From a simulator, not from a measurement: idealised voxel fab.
process module | voxel spacer lines
cross-section cut | 230 nm wide | cells 5 nm
A cross-section is a grid of square cells, given in bands from the top down. A band is one or more rows of cells.
Each band's line starts with the height of the band's top and of its bottom, in nm. Then come its materials from left to right, each with its width in nm. One material with "throughout" fills the band from edge to edge. "air" is empty space.
Height 0 is the level under which the wafer as received is all one material. The lowest band goes on downwards, as in "0 down".
A width such as "30 to 40" changes by the same amount from each row of cells to the next, from the band's top row to its bottom row.
"no change" after a step means that no cell of the cross-section changed.
closed voids: empty space of 8 cells or more with no open way to the top, each as width x height at its distance from the left edge, in nm
after a step's settings: what the simulator itself notes on the step
overlay nm, on a step with a mask: how far to the right of its planned place the mask lay; to the left if negative
plan
1 op RECEIVE | material Si
2 op CONFORMAL_DEP | material Al2O3 | thk nm 5
3 op DIRECTIONAL_DEP | material SiN | thk nm 20
4 op DIRECTIONAL_DEP | material aC | thk nm 20
5 op PATTERN | tone cover | mask id MANDREL | material resist | width nm 15 | pitch nm 50 | thk nm 25 | overlay nm 0
6 op DIRECTIONAL_ETCH | etch materials aC | depth nm 20
7 op STRIP | etch materials resist
8 op CONFORMAL_DEP | material SiO2 | thk nm 10
9 op DIRECTIONAL_ETCH | etch materials SiO2 | depth nm 10
10 op STRIP | etch materials aC
11 op DIRECTIONAL_ETCH | etch materials SiN | depth nm 20
12 op STRIP | etch materials SiO2
13 op FILL_DEP | material lowk | thk nm 10
14 op CMP | height nm 25
first wafer, as planned
as received, after step 1
  0 down: Si throughout
  closed voids: none
after step 2
  5 to 0: Al2O3 throughout
  below 0: unchanged
after step 3
  25 to 5: SiN throughout
  below 5: unchanged
after step 4
  45 to 25: aC throughout
  below 25: unchanged
after step 5
  70 to 45: air 55 | resist 15 | air 35 | resist 15 | air 35 | resist 15 | air 60
  below 45: unchanged
after step 6
  50 to 45: air 55 | resist 15 | air 35 | resist 15 | air 35 | resist 15 | air 60
  45 to 25: air 55 | aC 15 | air 35 | aC 15 | air 35 | aC 15 | air 60
  below 25: unchanged
after step 7
  45 to 25: air 55 | aC 15 | air 35 | aC 15 | air 35 | aC 15 | air 60
  below 25: unchanged
after step 8
  55 to 45: air 45 | SiO2 35 | air 15 | SiO2 35 | air 15 | SiO2 35 | air 50
  45 to 35: air 45 | SiO2 10 | aC 15 | SiO2 10 | air 15 | SiO2 10 | aC 15 | SiO2 10 | air 15 | SiO2 10 | aC 15 | SiO2 10 | air 50
  35 to 25: SiO2 55 | aC 15 | SiO2 35 | aC 15 | SiO2 35 | aC 15 | SiO2 60
  below 25: unchanged
after step 9
  45 to 25: air 45 | SiO2 10 | aC 15 | SiO2 10 | air 15 | SiO2 10 | aC 15 | SiO2 10 | air 15 | SiO2 10 | aC 15 | SiO2 10 | air 50
  below 25: unchanged
after step 10
  45 to 25: air 45 | SiO2 10 | air 15 | SiO2 10 | air 15 | SiO2 10 | air 15 | SiO2 10 | air 15 | SiO2 10 | air 15 | SiO2 10 | air 50
  below 25: unchanged
after step 11
  45 to 25: air 45 | SiO2 10 | air 15 | SiO2 10 | air 15 | SiO2 10 | air 15 | SiO2 10 | air 15 | SiO2 10 | air 15 | SiO2 10 | air 50
  25 to 5: air 45 | SiN 10 | air 15 | SiN 10 | air 15 | SiN 10 | air 15 | SiN 10 | air 15 | SiN 10 | air 15 | SiN 10 | air 50
  below 5: unchanged
after step 12
  25 to 5: air 45 | SiN 10 | air 15 | SiN 10 | air 15 | SiN 10 | air 15 | SiN 10 | air 15 | SiN 10 | air 15 | SiN 10 | air 50
  below 5: unchanged
after step 13
  35 to 25: lowk throughout
  25 to 5: lowk 45 | SiN 10 | lowk 15 | SiN 10 | lowk 15 | SiN 10 | lowk 15 | SiN 10 | lowk 15 | SiN 10 | lowk 15 | SiN 10 | lowk 50
  below 5: unchanged
after step 14
  25 to 5: lowk 45 | SiN 10 | lowk 15 | SiN 10 | lowk 15 | SiN 10 | lowk 15 | SiN 10 | lowk 15 | SiN 10 | lowk 15 | SiN 10 | lowk 50
  below 5: unchanged
second wafer: like start, like plan, one mistake. Through step 4 it matches the first wafer
when step 5 should have ended
  70 to 45: air 50 | resist 15 | air 35 | resist 15 | air 35 | resist 15 | air 65
  below 45: unchanged
when step 6 should have ended
  50 to 45: air 50 | resist 15 | air 35 | resist 15 | air 35 | resist 15 | air 65
  45 to 25: air 50 | aC 15 | air 35 | aC 15 | air 35 | aC 15 | air 65
  below 25: unchanged
when step 7 should have ended
  45 to 25: air 50 | aC 15 | air 35 | aC 15 | air 35 | aC 15 | air 65
  below 25: unchanged
when step 8 should have ended
  55 to 45: air 40 | SiO2 35 | air 15 | SiO2 35 | air 15 | SiO2 35 | air 55
  45 to 35: air 40 | SiO2 10 | aC 15 | SiO2 10 | air 15 | SiO2 10 | aC 15 | SiO2 10 | air 15 | SiO2 10 | aC 15 | SiO2 10 | air 55
  35 to 25: SiO2 50 | aC 15 | SiO2 35 | aC 15 | SiO2 35 | aC 15 | SiO2 65
  below 25: unchanged
when step 9 should have ended
  45 to 25: air 40 | SiO2 10 | aC 15 | SiO2 10 | air 15 | SiO2 10 | aC 15 | SiO2 10 | air 15 | SiO2 10 | aC 15 | SiO2 10 | air 55
  below 25: unchanged
when step 10 should have ended
  45 to 25: air 40 | SiO2 10 | air 15 | SiO2 10 | air 15 | SiO2 10 | air 15 | SiO2 10 | air 15 | SiO2 10 | air 15 | SiO2 10 | air 55
  below 25: unchanged
when step 11 should have ended
  45 to 25: air 40 | SiO2 10 | air 15 | SiO2 10 | air 15 | SiO2 10 | air 15 | SiO2 10 | air 15 | SiO2 10 | air 15 | SiO2 10 | air 55
  25 to 5: air 40 | SiN 10 | air 15 | SiN 10 | air 15 | SiN 10 | air 15 | SiN 10 | air 15 | SiN 10 | air 15 | SiN 10 | air 55
  below 5: unchanged
when step 12 should have ended
  25 to 5: air 40 | SiN 10 | air 15 | SiN 10 | air 15 | SiN 10 | air 15 | SiN 10 | air 15 | SiN 10 | air 15 | SiN 10 | air 55
  below 5: unchanged
when step 13 should have ended
  35 to 25: lowk throughout
  25 to 5: lowk 40 | SiN 10 | lowk 15 | SiN 10 | lowk 15 | SiN 10 | lowk 15 | SiN 10 | lowk 15 | SiN 10 | lowk 15 | SiN 10 | lowk 55
  below 5: unchanged
when step 14 should have ended
  25 to 5: lowk 40 | SiN 10 | lowk 15 | SiN 10 | lowk 15 | SiN 10 | lowk 15 | SiN 10 | lowk 15 | SiN 10 | lowk 15 | SiN 10 | lowk 55
  below 5: unchanged
what went wrong: step 5 ran as: op PATTERN | tone cover | mask id MANDREL | material resist | width nm 15 | pitch nm 50 | thk nm 25 | overlay nm -5
at the end the second wafer has, in cells: as many of each material as the first, in other places
